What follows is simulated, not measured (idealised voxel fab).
Process module, titled voxel capacitor over wiring
In the cross-section labelled cut, the width is 140 nm and each square cell is 5 nm.
Cross-sections here: square-cell grids, written as top-down lists of bands, a band being one or more rows of cells.
In this notation a band is specified by the heights of its top and bottom, in that order and in nm, after which its materials appear from left to right, each paired with its width in nm. The word "all across" attached to a single material means that material fills the band from edge to edge; the word "blank" stands for empty space.
Height 0 is the level under which the wafer as received is all one material. The lowest band goes on downwards, as in "from 0 down".
So if you see something like "30 to 40" for the width, read it as the top row of the band sitting at the first number and the bottom row at the second, with every row in between moving by the same amount as the last.
For the purposes of this document, the phrase "nothing altered" attached to a step denotes that no cell within the cross-section was modified by that step.
The list in "Voids, sealed" covers empty spaces of 8 cells or more that cannot reach the top through any open way, and it gives each as width x height at distance; the distance is from the left edge, and width, height and distance are in nm.
The remark found on a step's line after its settings is issued by the simulator itself and pertains to that step.
Steps that use a mask can have "overlay nm" on their line. It says how far the mask sat to the right of where it was meant to be. Negative means to the left.

**Steps planned for the process**
1. RECEIVE | material Si
2. CONFORMAL_DEP | material SiO2 | thk nm 10
3. DIRECTIONAL_DEP | material TiN | thk nm 5
4. DIRECTIONAL_DEP | material Ru | thk nm 15
5. MASKED_ETCH | tone cover | mask id METAL_1 | width nm 20 | pitch nm 80 | etch materials Ru | depth nm 15 | overlay nm 0
6. MASKED_ETCH | tone cover | mask id METAL_1 | width nm 20 | pitch nm 80 | etch materials TiN | depth nm 5 | overlay nm 0
7. CONFORMAL_DEP | material SiCN | thk nm 5
8. FILL_DEP | material SiO2 | thk nm 10
9. CMP | height nm 30
10. CONFORMAL_DEP | material SiCN | thk nm 5
11. DIRECTIONAL_DEP | material lowk | thk nm 15
12. MASKED_ETCH | tone open | mask id PLUG_1 | width nm 15 | etch materials lowk | depth nm 15 | overlay nm 0
13. MASKED_ETCH | tone open | mask id PLUG_1 | width nm 15 | etch materials SiCN | depth nm 5 | overlay nm 0
14. EPI | material Ru | thk nm 10
15. EPI | material Ru | thk nm 10
16. DIRECTIONAL_DEP | material TiN | thk nm 10
17. DIRECTIONAL_DEP | material SiN | thk nm 5
18. DIRECTIONAL_DEP | material TiN | thk nm 5
19. PATTERN | tone cover | mask id UPPER_PLATE | material resist | width nm 65 | thk nm 15 | overlay nm -10
20. DIRECTIONAL_ETCH | etch materials TiN | depth nm 5
21. DIRECTIONAL_ETCH | etch materials SiN | depth nm 5
22. STRIP | etch materials resist
23. DIRECTIONAL_DEP | material aC | thk nm 15
24. PATTERN | tone cover | mask id LOWER_PLATE | material resist | width nm 75 | thk nm 30 | overlay nm 0
25. DIRECTIONAL_ETCH | etch materials aC | depth nm 15
26. STRIP | etch materials resist
27. DIRECTIONAL_ETCH | etch materials TiN | depth nm 10
28. STRIP | etch materials aC
29. FILL_DEP | material SiO2 | thk nm 15
30. CMP | height nm 80
31. PATTERN | tone open | mask id PLUG_2 | material resist | width nm 15 | thk nm 15 | overlay nm 0
32. DIRECTIONAL_ETCH | etch materials SiO2 | depth nm 10
33. STRIP | etch materials resist
34. CONFORMAL_DEP | material TiN | thk nm 5
35. FILL_DEP | material W | thk nm 5
36. CMP | height nm 80
37. CONFORMAL_DEP | material SiN | thk nm 5
Split variable: overlay nm, step 19. Plan value = first wafer. Wafers start alike.

**Here's the first of the wafers in cross-section, just as we got it, i.e. after step 1**
* from 0 down  Si all across
* Voids, sealed: none

**Cross-sectional representation of the first of several wafers at the end of the module, i.e. after its terminal step, step 37**
* from 85 to 80  SiN all across
* from 80 to 75  SiO2 35 nm / TiN 5 nm / W 5 nm / TiN 5 nm / SiO2 90 nm
* from 75 to 65  SiO2 35 to 20 nm / TiN 15 to 60 nm / SiO2 90 to 60 nm
* from 65 to 60  SiO2 15 nm / SiN 65 nm / SiO2 60 nm
* from 60 to 50  SiO2 15 nm / TiN 80 nm / SiO2 45 nm
* from 50 to 35  lowk 25 nm / Ru 15 nm / lowk 100 nm
* from 35 to 30  SiCN 25 nm / Ru 15 nm / SiCN 100 nm
* from 30 to 15  SiO2 15 nm / SiCN 5 nm / Ru 20 nm / SiCN 5 nm / SiO2 50 nm / SiCN 5 nm / Ru 20 nm / SiCN 5 nm / SiO2 15 nm
* from 15 to 10  SiCN 20 nm / TiN 20 nm / SiCN 60 nm / TiN 20 nm / SiCN 20 nm
* from 10 to 0  SiO2 all across
* from 0 down  Si all across
* Voids, sealed: none

**The last wafer as seen in cross-section at the end of the module**
* from 85 to 80  SiN all across
* from 80 to 75  SiO2 35 nm / TiN 5 nm / W 5 nm / TiN 5 nm / SiO2 90 nm
* from 75 to 65  SiO2 35 to 40 nm / TiN 15 to 55 nm / SiO2 90 to 45 nm
* from 65 to 60  SiO2 40 nm / SiN 65 nm / SiO2 35 nm
* from 60 to 50  SiO2 20 nm / TiN 85 nm / SiO2 35 nm
* from 50 to 35  lowk 25 nm / Ru 15 nm / lowk 100 nm
* from 35 to 30  SiCN 25 nm / Ru 15 nm / SiCN 100 nm
* from 30 to 15  SiO2 15 nm / SiCN 5 nm / Ru 20 nm / SiCN 5 nm / SiO2 50 nm / SiCN 5 nm / Ru 20 nm / SiCN 5 nm / SiO2 15 nm
* from 15 to 10  SiCN 20 nm / TiN 20 nm / SiCN 60 nm / TiN 20 nm / SiCN 20 nm
* from 10 to 0  SiO2 all across
* from 0 down  Si all across
* Voids, sealed: none

**Heads up, this table goes wafer by wafer. A row tells you, at the end of the module, how many cells of each material that wafer has put on (+) or dropped (-) since it was received, and then its closed voids**
overlay nm -10, +36 Ru, +57 SiCN, +41 SiN, +209 SiO2, +57 TiN, +1 W, +75 lowk, Voids, sealed: none
overlay nm -5, +36 Ru, +57 SiCN, +41 SiN, +210 SiO2, +56 TiN, +1 W, +75 lowk, Voids, sealed: none
overlay nm 0, +36 Ru, +57 SiCN, +41 SiN, +210 SiO2, +56 TiN, +1 W, +75 lowk, Voids, sealed: none
overlay nm 5, +36 Ru, +57 SiCN, +41 SiN, +210 SiO2, +56 TiN, +1 W, +75 lowk, Voids, sealed: none
overlay nm 10, +36 Ru, +57 SiCN, +41 SiN, +209 SiO2, +57 TiN, +1 W, +75 lowk, Voids, sealed: none
overlay nm 15, +36 Ru, +57 SiCN, +41 SiN, +208 SiO2, +58 TiN, +1 W, +75 lowk, Voids, sealed: none
